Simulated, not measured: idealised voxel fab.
Name of the process module below: voxel local oxidation
Shown is cross-section cut, with a width of 210 nm and square cells of size 5 nm.
Notation: cross-section as square-cell grid; stated in bands, top first, going down; one or more cell rows per band.
Look at the band entry: it leads with the top's height and the bottom's height in nm. Then it lists the materials left to right, with a width in nm for each. The word "throughout" on a single material says that material fills the band edge to edge. The word "empty" is empty space.
Heights from 0 (as-received wafer is one material below). Bottom band endless downward, as "0..down".
Graded width ("30..40"): value in top row of band = first number; value in bottom row = second number; row-to-row change constant.
Step marked "no change"? Then no cell in the cross-section changed in it.
"Voids, enclosed" lists enclosed empty spaces (at least 8 cells, no open path upward to the top), each as width x height at distance from the left edge, in nm.
Note: text after step settings on the step line = simulator remark on that step.
Regarding "overlay nm": on a step with a mask, it is the distance the mask lay to the right of its planned place; a negative value places it to the left.
-- Set out below are the planned steps of the process
1: op RECEIVE | material Si
2: op OXIDIZE | depth nm 5
3: op CONFORMAL_DEP | material SiN | thk nm 10
4: op MASKED_ETCH | tone cover | mask id ACTIVE | width nm 130 | etch materials SiN | depth nm 10 | overlay nm 0
5: op SELECTIVE_ETCH | etch materials SiO2 | depth nm 5
6: op OXIDIZE | depth nm 10
7: op STRIP | etch materials SiN
-- What follows covers the first of two wafers; it ran as planned
-- Wafer at receipt (post step 1), cross-section
  0..down: Si throughout
  Voids, enclosed: none
-- after step 2
  0..-5: SiO2 throughout
  Anything lower than -5 is untouched.
-- after step 3
  10..0: SiN throughout
  Anything lower than 0 is untouched.
-- after step 4
  10..0: 40 of empty; 130 of SiN; 40 of empty
  Anything lower than 0 is untouched.
-- after step 5
  10..0: 40 of empty; 130 of SiN; 40 of empty
  0..-5: 45 of empty; 120 of SiO2; 45 of empty
  Anything lower than -5 is untouched.
-- after step 6
  10..0: 40 of empty; 130 of SiN; 40 of empty
  0..-5: 45 of empty; 120 of SiO2; 45 of empty
  -5..-15: 55 of SiO2; 100 of Si; 55 of SiO2
  Anything lower than -15 is untouched.
-- after step 7
  0..-5: 45 of empty; 120 of SiO2; 45 of empty
  Anything lower than -5 is untouched.
-- Second wafer. Start and plan as for the first. One mistake made in running. Agrees with the first up to and including step 5
-- Look at the second wafer in cross-section at the time step 6 ought to have finished
  10..0: 40 of empty; 130 of SiN; 40 of empty
  0..-5: 45 of empty; 120 of SiO2; 45 of empty
  -5..-25: 65 of SiO2; 80 of Si; 65 of SiO2
  Anything lower than -25 is untouched.
-- Look at the second wafer in cross-section at the time step 7 ought to have finished
  0..-5: 45 of empty; 120 of SiO2; 45 of empty
  Anything lower than -5 is untouched.
What was the processing mistake? so step 6 ended up running with a different setting than we planned, it ran as op OXIDIZE | depth nm 20
It is noted that, at the conclusion of processing, the second wafer exhibits a higher or lower cell count for certain materials relative to the first: -60 Si | +60 SiO2
